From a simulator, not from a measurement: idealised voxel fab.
Module name: voxel wiring stack (process module)
Xsec cut, 205 nm wide, square cell size 5 nm.
How to read a cross-section here: the picture is a grid of square cells, written as bands going from the top down, and any band can span one or more rows of cells.
Band entry format. Leading values: height of top, height of bottom, nm. Remainder: materials in left-to-right order, each with its width in nm. Special words: "all across" on a single material, which then fills the band edge to edge; "empty", empty space.
Heights are expressed relative to 0, this being the level below which the as-received wafer comprises one material exclusively. The lowest band is unbounded in the downward direction and is denoted as in "z 0 and below".
The width entry "30..40" should be interpreted row by row: the top row of cells in the band takes the first number, the bottom row takes the second number, and the change between adjacent rows is uniform throughout.
Basically "remains unaltered" means that step didn't change any cell in the cross-section.
In the "Trapped voids" entry, you get each enclosed empty space of 8 cells or more, one with no open way to the top, written width x height at distance, distance from the left edge, in nm.
Anything after a step's settings on that line? It's the simulator's own note about the step.
The optional step-line setting "overlay nm" applies to steps with a mask and quantifies how far to the right of its planned location the mask lay, a negative value indicating leftward placement.
-- Process steps (planned)
- 1: RECEIVE (material Si)
- 2: CONFORMAL_DEP (material SiO2; thk nm 15)
- 3: DIRECTIONAL_DEP (material TiN; thk nm 5)
- 4: DIRECTIONAL_DEP (material W; thk nm 15)
- 5: MASKED_ETCH (tone cover; mask id METAL_1; width nm 25; pitch nm 55; etch materials W; depth nm 15; overlay nm 0)
- 6: MASKED_ETCH (tone cover; mask id METAL_1; width nm 25; pitch nm 55; etch materials TiN; depth nm 5; overlay nm 0)
- 7: CONFORMAL_DEP (material SiCN; thk nm 5)
- 8: FILL_DEP (material SiO2; thk nm 10)
- 9: CMP (height nm 35)
- 10: CONFORMAL_DEP (material SiCN; thk nm 5)
- 11: DIRECTIONAL_DEP (material SiO2; thk nm 20)
- 12: PATTERN (tone open; mask id PLUG_1; material resist; width nm 15; pitch nm 55; thk nm 15; overlay nm 0)
- 13: DIRECTIONAL_ETCH (etch materials SiO2; depth nm 20)
- 14: DIRECTIONAL_ETCH (etch materials SiCN; depth nm 5)
- 15: STRIP (etch materials resist)
- 16: CONFORMAL_DEP (material TiN; thk nm 5)
- 17: FILL_DEP (material Cu; thk nm 5)
- 18: CMP (height nm 60)
- 19: CONFORMAL_DEP (material SiCN; thk nm 5)
- 20: DIRECTIONAL_DEP (material lowk; thk nm 15)
- 21: DIRECTIONAL_DEP (material aC; thk nm 10)
- 22: PATTERN (tone open; mask id METAL_2; material resist; width nm 25; pitch nm 55; thk nm 25; overlay nm 0)
- 23: DIRECTIONAL_ETCH (etch materials aC; depth nm 10)
- 24: STRIP (etch materials resist)
- 25: DIRECTIONAL_ETCH (etch materials lowk; depth nm 15)
- 26: DIRECTIONAL_ETCH (etch materials SiCN; depth nm 5)
- 27: STRIP (etch materials aC)
- 28: CONFORMAL_DEP (material TiN; thk nm 5)
- 29: FILL_DEP (material Cu; thk nm 10)
- 30: CMP (height nm 80)
- 31: CONFORMAL_DEP (material SiCN; thk nm 5)
- 32: DIRECTIONAL_DEP (material SiO2; thk nm 15)
- 33: PATTERN (tone open; mask id PLUG_2; material resist; width nm 15; pitch nm 55; thk nm 20; overlay nm 0)
- 34: DIRECTIONAL_ETCH (etch materials SiO2; depth nm 15)
- 35: DIRECTIONAL_ETCH (etch materials SiCN; depth nm 5)
- 36: STRIP (etch materials resist)
- 37: EPI (material Ru; thk nm 10)
- 38: EPI (material Ru; thk nm 10)
- 39: CONFORMAL_DEP (material SiCN; thk nm 5)
- 40: DIRECTIONAL_DEP (material SiO2; thk nm 20)
- 41: DIRECTIONAL_DEP (material aC; thk nm 10)
- 42: PATTERN (tone open; mask id METAL_3; material resist; width nm 25; pitch nm 55; thk nm 25; overlay nm 0)
- 43: DIRECTIONAL_ETCH (etch materials aC; depth nm 10)
- 44: STRIP (etch materials resist)
- 45: DIRECTIONAL_ETCH (etch materials SiO2; depth nm 20)
- 46: DIRECTIONAL_ETCH (etch materials SiCN; depth nm 5)
- 47: STRIP (etch materials aC)
- 48: CONFORMAL_DEP (material TiN; thk nm 5)
- 49: FILL_DEP (material Ru; thk nm 10)
- 50: CMP (height nm 125)
- 51: CONFORMAL_DEP (material SiN; thk nm 5)
-- The following pertains to the first of two wafers, which was processed as planned
-- So this is the incoming wafer in cross-section - it's already been through step 1
* z 0 and below  Si all across
* Trapped voids: none
-- Cross-section through the wafer, step 2 finished
* z 15 to 0  SiO2 all across
* Everything under 0 stays put, no change at all.
-- Cross-section through the wafer, step 3 finished
* z 20 to 15  TiN all across
* Everything under 15 stays put, no change at all.
-- Cross-section through the wafer, step 4 finished
* z 35 to 20  W all across
* Everything under 20 stays put, no change at all.
-- Cross-section through the wafer, step 5 finished
* z 35 to 20  60 empty | 25 W | 30 empty | 25 W | 65 empty
* Everything under 20 stays put, no change at all.
-- Cross-section through the wafer, step 6 finished
* z 35 to 20  60 empty | 25 W | 30 empty | 25 W | 65 empty
* z 20 to 15  60 empty | 25 TiN | 30 empty | 25 TiN | 65 empty
* Everything under 15 stays put, no change at all.
-- Cross-section through the wafer, step 7 finished
* z 40 to 35  55 empty | 35 SiCN | 20 empty | 35 SiCN | 60 empty
* z 35 to 20  55 empty | 5 SiCN | 25 W | 5 SiCN | 20 empty | 5 SiCN | 25 W | 5 SiCN | 60 empty
* z 20 to 15  60 SiCN | 25 TiN | 30 SiCN | 25 TiN | 65 SiCN
* Everything under 15 stays put, no change at all.
-- Cross-section through the wafer, step 8 finished
* z 50 to 40  SiO2 all across
* z 40 to 35  55 SiO2 | 35 SiCN | 20 SiO2 | 35 SiCN | 60 SiO2
* z 35 to 20  55 SiO2 | 5 SiCN | 25 W | 5 SiCN | 20 SiO2 | 5 SiCN | 25 W | 5 SiCN | 60 SiO2
* Everything under 20 stays put, no change at all.
-- Cross-section through the wafer, step 9 finished
* z 35 to 20  55 SiO2 | 5 SiCN | 25 W | 5 SiCN | 20 SiO2 | 5 SiCN | 25 W | 5 SiCN | 60 SiO2
* Everything under 20 stays put, no change at all.
-- Cross-section through the wafer, step 10 finished
* z 40 to 35  SiCN all across
* Everything under 35 stays put, no change at all.
-- Cross-section through the wafer, step 11 finished
* z 60 to 40  SiO2 all across
* Everything under 40 stays put, no change at all.
-- Cross-section through the wafer, step 12 finished
* z 75 to 60  60 resist | 15 empty | 40 resist | 15 empty | 75 resist
* Everything under 60 stays put, no change at all.
-- Cross-section through the wafer, step 13 finished
* z 75 to 60  60 resist | 15 empty | 40 resist | 15 empty | 75 resist
* z 60 to 40  60 SiO2 | 15 empty | 40 SiO2 | 15 empty | 75 SiO2
* Everything under 40 stays put, no change at all.
-- Cross-section through the wafer, step 14 finished
* z 75 to 60  60 resist | 15 empty | 40 resist | 15 empty | 75 resist
* z 60 to 40  60 SiO2 | 15 empty | 40 SiO2 | 15 empty | 75 SiO2
* z 40 to 35  60 SiCN | 15 empty | 40 SiCN | 15 empty | 75 SiCN
* Everything under 35 stays put, no change at all.
-- Cross-section through the wafer, step 15 finished
* z 60 to 40  60 SiO2 | 15 empty | 40 SiO2 | 15 empty | 75 SiO2
* Everything under 40 stays put, no change at all.
-- Cross-section through the wafer, step 16 finished
* z 65 to 60  65 TiN | 5 empty | 50 TiN | 5 empty | 80 TiN
* z 60 to 40  60 SiO2 | 5 TiN | 5 empty | 5 TiN | 40 SiO2 | 5 TiN | 5 empty | 5 TiN | 75 SiO2
* z 40 to 35  60 SiCN | 15 TiN | 40 SiCN | 15 TiN | 75 SiCN
* Everything under 35 stays put, no change at all.
-- Cross-section through the wafer, step 17 finished
* z 70 to 65  Cu all across
* z 65 to 60  65 TiN | 5 Cu | 50 TiN | 5 Cu | 80 TiN
* z 60 to 40  60 SiO2 | 5 TiN | 5 Cu | 5 TiN | 40 SiO2 | 5 TiN | 5 Cu | 5 TiN | 75 SiO2
* Everything under 40 stays put, no change at all.
-- Cross-section through the wafer, step 18 finished
* z 60 to 40  60 SiO2 | 5 TiN | 5 Cu | 5 TiN | 40 SiO2 | 5 TiN | 5 Cu | 5 TiN | 75 SiO2
* Everything under 40 stays put, no change at all.
-- Cross-section through the wafer, step 19 finished
* z 65 to 60  SiCN all across
* Everything under 60 stays put, no change at all.
-- Cross-section through the wafer, step 20 finished
* z 80 to 65  lowk all across
* Everything under 65 stays put, no change at all.
-- Cross-section through the wafer, step 21 finished
* z 90 to 80  aC all across
* Everything under 80 stays put, no change at all.
-- Cross-section through the wafer, step 22 finished
* z 115 to 90  60 resist | 25 empty | 30 resist | 25 empty | 65 resist
* Everything under 90 stays put, no change at all.
-- Cross-section through the wafer, step 23 finished
* z 105 to 90  60 resist | 25 empty | 30 resist | 25 empty | 65 resist
* z 90 to 80  60 aC | 25 empty | 30 aC | 25 empty | 65 aC
* Everything under 80 stays put, no change at all.
-- Cross-section through the wafer, step 24 finished
* z 90 to 80  60 aC | 25 empty | 30 aC | 25 empty | 65 aC
* Everything under 80 stays put, no change at all.
-- Cross-section through the wafer, step 25 finished
* z 90 to 80  60 aC | 25 empty | 30 aC | 25 empty | 65 aC
* z 80 to 65  60 lowk | 25 empty | 30 lowk | 25 empty | 65 lowk
* Everything under 65 stays put, no change at all.
-- Cross-section through the wafer, step 26 finished
* z 90 to 80  60 aC | 25 empty | 30 aC | 25 empty | 65 aC
* z 80 to 65  60 lowk | 25 empty | 30 lowk | 25 empty | 65 lowk
* z 65 to 60  60 SiCN | 25 empty | 30 SiCN | 25 empty | 65 SiCN
* Everything under 60 stays put, no change at all.
-- Cross-section through the wafer, step 27 finished
* z 80 to 65  60 lowk | 25 empty | 30 lowk | 25 empty | 65 lowk
* Everything under 65 stays put, no change at all.
-- Cross-section through the wafer, step 28 finished
* z 85 to 80  65 TiN | 15 empty | 40 TiN | 15 empty | 70 TiN
* z 80 to 65  60 lowk | 5 TiN | 15 empty | 5 TiN | 30 lowk | 5 TiN | 15 empty | 5 TiN | 65 lowk
* z 65 to 60  60 SiCN | 25 TiN | 30 SiCN | 25 TiN | 65 SiCN
* Everything under 60 stays put, no change at all.
-- Cross-section through the wafer, step 29 finished
* z 95 to 85  Cu all across
* z 85 to 80  65 TiN | 15 Cu | 40 TiN | 15 Cu | 70 TiN
* z 80 to 65  60 lowk | 5 TiN | 15 Cu | 5 TiN | 30 lowk | 5 TiN | 15 Cu | 5 TiN | 65 lowk
* Everything under 65 stays put, no change at all.
-- Cross-section through the wafer, step 30 finished
* z 80 to 65  60 lowk | 5 TiN | 15 Cu | 5 TiN | 30 lowk | 5 TiN | 15 Cu | 5 TiN | 65 lowk
* Everything under 65 stays put, no change at all.
-- Cross-section through the wafer, step 31 finished
* z 85 to 80  SiCN all across
* Everything under 80 stays put, no change at all.
-- Cross-section through the wafer, step 32 finished
* z 100 to 85  SiO2 all across
* Everything under 85 stays put, no change at all.
-- Cross-section through the wafer, step 33 finished
* z 120 to 100  60 resist | 15 empty | 40 resist | 15 empty | 75 resist
* Everything under 100 stays put, no change at all.
-- Cross-section through the wafer, step 34 finished
* z 120 to 100  60 resist | 15 empty | 40 resist | 15 empty | 75 resist
* z 100 to 85  60 SiO2 | 15 empty | 40 SiO2 | 15 empty | 75 SiO2
* Everything under 85 stays put, no change at all.
-- Cross-section through the wafer, step 35 finished
* z 120 to 100  60 resist | 15 empty | 40 resist | 15 empty | 75 resist
* z 100 to 85  60 SiO2 | 15 empty | 40 SiO2 | 15 empty | 75 SiO2
* z 85 to 80  60 SiCN | 15 empty | 40 SiCN | 15 empty | 75 SiCN
* Everything under 80 stays put, no change at all.
-- Cross-section through the wafer, step 36 finished
* z 100 to 85  60 SiO2 | 15 empty | 40 SiO2 | 15 empty | 75 SiO2
* Everything under 85 stays put, no change at all.
-- Cross-section through the wafer, step 37 finished
* z 100 to 90  60 SiO2 | 15 empty | 40 SiO2 | 15 empty | 75 SiO2
* z 90 to 85  60 SiO2 | 15 Ru | 40 SiO2 | 15 Ru | 75 SiO2
* z 85 to 80  60 SiCN | 15 Ru | 40 SiCN | 15 Ru | 75 SiCN
* Everything under 80 stays put, no change at all.
-- Cross-section through the wafer, step 38 finished
* z 100 to 85  60 SiO2 | 15 Ru | 40 SiO2 | 15 Ru | 75 SiO2
* Everything under 85 stays put, no change at all.
-- Cross-section through the wafer, step 39 finished
* z 105 to 100  SiCN all across
* Everything under 100 stays put, no change at all.
-- Cross-section through the wafer, step 40 finished
* z 125 to 105  SiO2 all across
* Everything under 105 stays put, no change at all.
-- Cross-section through the wafer, step 41 finished
* z 135 to 125  aC all across
* Everything under 125 stays put, no change at all.
-- Cross-section through the wafer, step 42 finished
* z 160 to 135  60 resist | 25 empty | 30 resist | 25 empty | 65 resist
* Everything under 135 stays put, no change at all.
-- Cross-section through the wafer, step 43 finished
* z 150 to 135  60 resist | 25 empty | 30 resist | 25 empty | 65 resist
* z 135 to 125  60 aC | 25 empty | 30 aC | 25 empty | 65 aC
* Everything under 125 stays put, no change at all.
-- Cross-section through the wafer, step 44 finished
* z 135 to 125  60 aC | 25 empty | 30 aC | 25 empty | 65 aC
* Everything under 125 stays put, no change at all.
-- Cross-section through the wafer, step 45 finished
* z 135 to 125  60 aC | 25 empty | 30 aC | 25 empty | 65 aC
* z 125 to 105  60 SiO2 | 25 empty | 30 SiO2 | 25 empty | 65 SiO2
* Everything under 105 stays put, no change at all.
-- Cross-section through the wafer, step 46 finished
* z 135 to 125  60 aC | 25 empty | 30 aC | 25 empty | 65 aC
* z 125 to 105  60 SiO2 | 25 empty | 30 SiO2 | 25 empty | 65 SiO2
* z 105 to 100  60 SiCN | 25 empty | 30 SiCN | 25 empty | 65 SiCN
* Everything under 100 stays put, no change at all.
-- Cross-section through the wafer, step 47 finished
* z 125 to 105  60 SiO2 | 25 empty | 30 SiO2 | 25 empty | 65 SiO2
* Everything under 105 stays put, no change at all.
-- Cross-section through the wafer, step 48 finished
* z 130 to 125  65 TiN | 15 empty | 40 TiN | 15 empty | 70 TiN
* z 125 to 105  60 SiO2 | 5 TiN | 15 empty | 5 TiN | 30 SiO2 | 5 TiN | 15 empty | 5 TiN | 65 SiO2
* z 105 to 100  60 SiCN | 25 TiN | 30 SiCN | 25 TiN | 65 SiCN
* Everything under 100 stays put, no change at all.
-- Cross-section through the wafer, step 49 finished
* z 140 to 130  Ru all across
* z 130 to 125  65 TiN | 15 Ru | 40 TiN | 15 Ru | 70 TiN
* z 125 to 105  60 SiO2 | 5 TiN | 15 Ru | 5 TiN | 30 SiO2 | 5 TiN | 15 Ru | 5 TiN | 65 SiO2
* Everything under 105 stays put, no change at all.
-- Cross-section through the wafer, step 50 finished
* z 125 to 105  60 SiO2 | 5 TiN | 15 Ru | 5 TiN | 30 SiO2 | 5 TiN | 15 Ru | 5 TiN | 65 SiO2
* Everything under 105 stays put, no change at all.
-- Cross-section through the wafer, step 51 finished
* z 130 to 125  SiN all across
* Everything under 125 stays put, no change at all.
-- The remaining wafer, second of the two, started like the first and was run to the same plan, except that one mistake was made along the way; the two coincide through step 21, inclusive
-- Second wafer, sectioned view, at step 22's planned end time
* z 115 to 90  70 resist | 25 empty | 30 resist | 25 empty | 55 resist
* Everything under 90 stays put, no change at all.
-- Second wafer, sectioned view, at step 23's planned end time
* z 105 to 90  70 resist | 25 empty | 30 resist | 25 empty | 55 resist
* z 90 to 80  70 aC | 25 empty | 30 aC | 25 empty | 55 aC
* Everything under 80 stays put, no change at all.
-- Second wafer, sectioned view, at step 24's planned end time
* z 90 to 80  70 aC | 25 empty | 30 aC | 25 empty | 55 aC
* Everything under 80 stays put, no change at all.
-- Second wafer, sectioned view, at step 25's planned end time
* z 90 to 80  70 aC | 25 empty | 30 aC | 25 empty | 55 aC
* z 80 to 65  70 lowk | 25 empty | 30 lowk | 25 empty | 55 lowk
* Everything under 65 stays put, no change at all.
-- Second wafer, sectioned view, at step 26's planned end time
* z 90 to 80  70 aC | 25 empty | 30 aC | 25 empty | 55 aC
* z 80 to 65  70 lowk | 25 empty | 30 lowk | 25 empty | 55 lowk
* z 65 to 60  70 SiCN | 25 empty | 30 SiCN | 25 empty | 55 SiCN
* Everything under 60 stays put, no change at all.
-- Second wafer, sectioned view, at step 27's planned end time
* z 80 to 65  70 lowk | 25 empty | 30 lowk | 25 empty | 55 lowk
* Everything under 65 stays put, no change at all.
-- Second wafer, sectioned view, at step 28's planned end time
* z 85 to 80  75 TiN | 15 empty | 40 TiN | 15 empty | 60 TiN
* z 80 to 65  70 lowk | 5 TiN | 15 empty | 5 TiN | 30 lowk | 5 TiN | 15 empty | 5 TiN | 55 lowk
* z 65 to 60  70 SiCN | 25 TiN | 30 SiCN | 25 TiN | 55 SiCN
* Everything under 60 stays put, no change at all.
-- Second wafer, sectioned view, at step 29's planned end time
* z 95 to 85  Cu all across
* z 85 to 80  75 TiN | 15 Cu | 40 TiN | 15 Cu | 60 TiN
* z 80 to 65  70 lowk | 5 TiN | 15 Cu | 5 TiN | 30 lowk | 5 TiN | 15 Cu | 5 TiN | 55 lowk
* Everything under 65 stays put, no change at all.
-- Second wafer, sectioned view, at step 30's planned end time
* z 80 to 65  70 lowk | 5 TiN | 15 Cu | 5 TiN | 30 lowk | 5 TiN | 15 Cu | 5 TiN | 55 lowk
* Everything under 65 stays put, no change at all.
-- Second wafer, sectioned view, at step 31's planned end time
* z 85 to 80  SiCN all across
* Everything under 80 stays put, no change at all.
-- Second wafer, sectioned view, at step 32's planned end time
* z 100 to 85  SiO2 all across
* Everything under 85 stays put, no change at all.
-- Second wafer, sectioned view, at step 33's planned end time
* z 120 to 100  60 resist | 15 empty | 40 resist | 15 empty | 75 resist
* Everything under 100 stays put, no change at all.
-- Second wafer, sectioned view, at step 34's planned end time
* z 120 to 100  60 resist | 15 empty | 40 resist | 15 empty | 75 resist
* z 100 to 85  60 SiO2 | 15 empty | 40 SiO2 | 15 empty | 75 SiO2
* Everything under 85 stays put, no change at all.
-- Second wafer, sectioned view, at step 35's planned end time
* z 120 to 100  60 resist | 15 empty | 40 resist | 15 empty | 75 resist
* z 100 to 85  60 SiO2 | 15 empty | 40 SiO2 | 15 empty | 75 SiO2
* z 85 to 80  60 SiCN | 15 empty | 40 SiCN | 15 empty | 75 SiCN
* Everything under 80 stays put, no change at all.
-- Second wafer, sectioned view, at step 36's planned end time
* z 100 to 85  60 SiO2 | 15 empty | 40 SiO2 | 15 empty | 75 SiO2
* Everything under 85 stays put, no change at all.
-- Second wafer, sectioned view, at step 37's planned end time
* z 100 to 90  60 SiO2 | 15 empty | 40 SiO2 | 15 empty | 75 SiO2
* z 90 to 85  60 SiO2 | 15 Ru | 40 SiO2 | 15 Ru | 75 SiO2
* z 85 to 80  60 SiCN | 15 Ru | 40 SiCN | 15 Ru | 75 SiCN
* Everything under 80 stays put, no change at all.
-- Second wafer, sectioned view, at step 38's planned end time
* z 100 to 85  60 SiO2 | 15 Ru | 40 SiO2 | 15 Ru | 75 SiO2
* Everything under 85 stays put, no change at all.
-- Second wafer, sectioned view, at step 39's planned end time
* z 105 to 100  SiCN all across
* Everything under 100 stays put, no change at all.
-- Second wafer, sectioned view, at step 40's planned end time
* z 125 to 105  SiO2 all across
* Everything under 105 stays put, no change at all.
-- Second wafer, sectioned view, at step 41's planned end time
* z 135 to 125  aC all across
* Everything under 125 stays put, no change at all.
-- Second wafer, sectioned view, at step 42's planned end time
* z 160 to 135  60 resist | 25 empty | 30 resist | 25 empty | 65 resist
* Everything under 135 stays put, no change at all.
-- Second wafer, sectioned view, at step 43's planned end time
* z 150 to 135  60 resist | 25 empty | 30 resist | 25 empty | 65 resist
* z 135 to 125  60 aC | 25 empty | 30 aC | 25 empty | 65 aC
* Everything under 125 stays put, no change at all.
-- Second wafer, sectioned view, at step 44's planned end time
* z 135 to 125  60 aC | 25 empty | 30 aC | 25 empty | 65 aC
* Everything under 125 stays put, no change at all.
-- Second wafer, sectioned view, at step 45's planned end time
* z 135 to 125  60 aC | 25 empty | 30 aC | 25 empty | 65 aC
* z 125 to 105  60 SiO2 | 25 empty | 30 SiO2 | 25 empty | 65 SiO2
* Everything under 105 stays put, no change at all.
-- Second wafer, sectioned view, at step 46's planned end time
* z 135 to 125  60 aC | 25 empty | 30 aC | 25 empty | 65 aC
* z 125 to 105  60 SiO2 | 25 empty | 30 SiO2 | 25 empty | 65 SiO2
* z 105 to 100  60 SiCN | 25 empty | 30 SiCN | 25 empty | 65 SiCN
* Everything under 100 stays put, no change at all.
-- Second wafer, sectioned view, at step 47's planned end time
* z 125 to 105  60 SiO2 | 25 empty | 30 SiO2 | 25 empty | 65 SiO2
* Everything under 105 stays put, no change at all.
-- Second wafer, sectioned view, at step 48's planned end time
* z 130 to 125  65 TiN | 15 empty | 40 TiN | 15 empty | 70 TiN
* z 125 to 105  60 SiO2 | 5 TiN | 15 empty | 5 TiN | 30 SiO2 | 5 TiN | 15 empty | 5 TiN | 65 SiO2
* z 105 to 100  60 SiCN | 25 TiN | 30 SiCN | 25 TiN | 65 SiCN
* Everything under 100 stays put, no change at all.
-- Second wafer, sectioned view, at step 49's planned end time
* z 140 to 130  Ru all across
* z 130 to 125  65 TiN | 15 Ru | 40 TiN | 15 Ru | 70 TiN
* z 125 to 105  60 SiO2 | 5 TiN | 15 Ru | 5 TiN | 30 SiO2 | 5 TiN | 15 Ru | 5 TiN | 65 SiO2
* Everything under 105 stays put, no change at all.
-- Second wafer, sectioned view, at step 50's planned end time
* z 125 to 105  60 SiO2 | 5 TiN | 15 Ru | 5 TiN | 30 SiO2 | 5 TiN | 15 Ru | 5 TiN | 65 SiO2
* Everything under 105 stays put, no change at all.
-- Second wafer, sectioned view, at step 51's planned end time
* z 130 to 125  SiN all across
* Everything under 125 stays put, no change at all.
What was done differently from what was planned? step 22 was processed under conditions differing from the plan, specifically as PATTERN (tone open; mask id METAL_2; material resist; width nm 25; pitch nm 55; thk nm 25; overlay nm 10)
The two final wafers agree on how many cells each material fills and disagree on which cells those are.
